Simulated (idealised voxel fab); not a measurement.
You're looking at the process module voxel gate over fins.
The figure presents cross-section cut, which has a width of 250 nm and is divided into square cells with an edge length of 5 nm.
The cross-sections in this document take the form of a grid made of square cells. They are written out as bands, in order from top to bottom. Each band consists of one or more rows of cells. Heights first: top, then bottom, in nm. Then materials, left to right, each with a width in nm. "all across" on a single material: fills the band edge to edge. "blank": empty space. A quick word on heights: they are counted from 0, and under that level the wafer as it came to us is one material throughout. The lowest band is different from the rest in having no bottom; it simply continues downward, written as in "top 0, no bottom". When a width is written as two numbers, as in "30..40", the first number is the width in the top row of cells of the band and the second is the width in its bottom row, and the width changes by the same amount from each row to the next. What does "no alteration" mean for a step? It means no cell of the cross-section changed in that step. Enclosed voids (no open way to top), threshold 8 cells or more, entry "Sealed cavities", notation width x height at distance, distance from left edge, nm. Anything after a step's settings on that line? It's the simulator's own note about the step. A step line may carry the setting "overlay nm", which, for steps involving a mask, states the distance by which the mask lay to the right of its intended position; negative values denote displacement to the left.

Plan:
1. RECEIVE, material Si
2. CONFORMAL_DEP, material SiN, thk nm 5
3. MASKED_ETCH, tone cover, mask id FINS, width nm 15, pitch nm 60, etch materials SiN, depth nm 5, overlay nm 0
4. MASKED_ETCH, tone cover, mask id FINS, width nm 15, pitch nm 60, etch materials Si, depth nm 40, overlay nm 0
5. OXIDIZE, depth nm 5
6. FILL_DEP, material SiO2, thk nm 10
7. CMP, height nm 5
8. DIRECTIONAL_DEP, material aC, thk nm 10
9. PATTERN, tone open, mask id RAIL, material resist, width nm 15, thk nm 30, overlay nm 0
10. DIRECTIONAL_ETCH, etch materials aC, depth nm 10
11. STRIP, etch materials resist
12. DIRECTIONAL_ETCH, etch materials SiO2, depth nm 40
13. STRIP, etch materials aC
14. CONFORMAL_DEP, material TiN, thk nm 5
15. FILL_DEP, material W, thk nm 10
16. CMP, height nm 5
17. SELECTIVE_ETCH, etch materials W Ru TiN, depth nm 25
18. FILL_DEP, material SiO2, thk nm 5
19. CMP, height nm 5
20. SELECTIVE_ETCH, etch materials SiO2, depth nm 15
21. STRIP, etch materials SiN
22. CONFORMAL_DEP, material HfO2, thk nm 5
23. CONFORMAL_DEP, material TiN, thk nm 5
24. CONFORMAL_DEP, material TiAl, thk nm 5
25. CONFORMAL_DEP, material TiN, thk nm 5
26. FILL_DEP, material W, thk nm 10
27. CMP, height nm 25
28. CONFORMAL_DEP, material SiN, thk nm 10
Across this set of wafers, the varied parameter is the width nm of step 9. Starting conditions are identical for every wafer, and the plan reports the value assigned to the first wafer.

Incoming state of the first of several wafers in cross-section: after step 1:
	top 0, no bottom  Si all across
	Sealed cavities: none

The first of several wafers, seen in cross-section after the module's last step, step 28:
	top 35, bottom 25  SiN all across
	top 25, bottom 20  W all across
	top 20, bottom 15  W (40)  TiN (45)  W (15)  TiN (45)  W (15)  TiN (45)  W (45)
	top 15, bottom 10  W (40)  TiN (5)  TiAl (35)  TiN (5)  W (15)  TiN (5)  TiAl (35)  TiN (5)  W (15)  TiN (5)  TiAl (35)  TiN (5)  W (45)
	top 10, bottom 5  TiN (45)  TiAl (5)  TiN (25)  TiAl (5)  TiN (25)  TiAl (5)  TiN (25)  TiAl (5)  TiN (25)  TiAl (5)  TiN (25)  TiAl (5)  TiN (50)
	top 5, bottom 0  TiAl (50)  TiN (5)  HfO2 (15)  TiN (5)  TiAl (35)  TiN (5)  HfO2 (15)  TiN (5)  TiAl (35)  TiN (5)  HfO2 (15)  TiN (5)  TiAl (55)
	top 0, bottom -5  TiN (55)  HfO2 (5)  Si (5)  HfO2 (5)  TiN (45)  HfO2 (5)  Si (5)  HfO2 (5)  TiN (45)  HfO2 (5)  Si (5)  HfO2 (5)  TiN (60)
	top -5, bottom -10  HfO2 (60)  Si (5)  HfO2 (55)  Si (5)  HfO2 (55)  Si (5)  HfO2 (65)
	top -10, bottom -20  SiO2 (60)  Si (5)  SiO2 (55)  Si (5)  SiO2 (55)  Si (5)  SiO2 (65)
	top -20, bottom -30  SiO2 (60)  Si (5)  SiO2 (20)  TiN (5)  W (5)  TiN (5)  SiO2 (20)  Si (5)  SiO2 (55)  Si (5)  SiO2 (65)
	top -30, bottom -35  SiO2 (60)  Si (5)  SiO2 (20)  TiN (15)  SiO2 (20)  Si (5)  SiO2 (55)  Si (5)  SiO2 (65)
	top -35, bottom -45  SiO2 (60)  Si (5)  SiO2 (55)  Si (5)  SiO2 (55)  Si (5)  SiO2 (65)
	top -45, no bottom  Si all across
	Sealed cavities: none

Cross-section, last wafer, module completion:
	top 35, bottom 25  SiN all across
	top 25, bottom 20  W all across
	top 20, bottom 15  W (40)  TiN (45)  W (15)  TiN (45)  W (15)  TiN (45)  W (45)
	top 15, bottom 10  W (40)  TiN (5)  TiAl (35)  TiN (5)  W (15)  TiN (5)  TiAl (35)  TiN (5)  W (15)  TiN (5)  TiAl (35)  TiN (5)  W (45)
	top 10, bottom 5  TiN (45)  TiAl (5)  TiN (25)  TiAl (5)  TiN (25)  TiAl (5)  TiN (25)  TiAl (5)  TiN (25)  TiAl (5)  TiN (25)  TiAl (5)  TiN (50)
	top 5, bottom 0  TiAl (50)  TiN (5)  HfO2 (15)  TiN (5)  TiAl (35)  TiN (5)  HfO2 (15)  TiN (5)  TiAl (35)  TiN (5)  HfO2 (15)  TiN (5)  TiAl (55)
	top 0, bottom -5  TiN (55)  HfO2 (5)  Si (5)  HfO2 (5)  TiN (45)  HfO2 (5)  Si (5)  HfO2 (5)  TiN (45)  HfO2 (5)  Si (5)  HfO2 (5)  TiN (60)
	top -5, bottom -10  HfO2 (60)  Si (5)  HfO2 (55)  Si (5)  HfO2 (55)  Si (5)  HfO2 (65)
	top -10, bottom -20  SiO2 (60)  Si (5)  SiO2 (55)  Si (5)  SiO2 (55)  Si (5)  SiO2 (65)
	top -20, bottom -30  SiO2 (60)  Si (5)  SiO2 (15)  TiN (5)  W (20)  TiN (5)  SiO2 (10)  Si (5)  SiO2 (55)  Si (5)  SiO2 (65)
	top -30, bottom -35  SiO2 (60)  Si (5)  SiO2 (15)  TiN (30)  SiO2 (10)  Si (5)  SiO2 (55)  Si (5)  SiO2 (65)
	top -35, bottom -45  SiO2 (60)  Si (5)  SiO2 (55)  Si (5)  SiO2 (55)  Si (5)  SiO2 (65)
	top -45, no bottom  Si all across
	Sealed cavities: none

For your reference, the table is organized with a row per wafer; each row reflects the wafer at the end of the module, indicating for each material the cells gained (+) or lost (-) since receipt, and thereafter its closed voids:
width nm 15; +62 HfO2; -423 Si; +100 SiN; +320 SiO2; +62 TiAl; +131 TiN; +98 W; Sealed cavities: none
width nm 20; +62 HfO2; -423 Si; +100 SiN; +317 SiO2; +62 TiAl; +132 TiN; +100 W; Sealed cavities: none
width nm 25; +62 HfO2; -423 Si; +100 SiN; +314 SiO2; +62 TiAl; +133 TiN; +102 W; Sealed cavities: none
width nm 30; +62 HfO2; -423 Si; +100 SiN; +311 SiO2; +62 TiAl; +134 TiN; +104 W; Sealed cavities: none
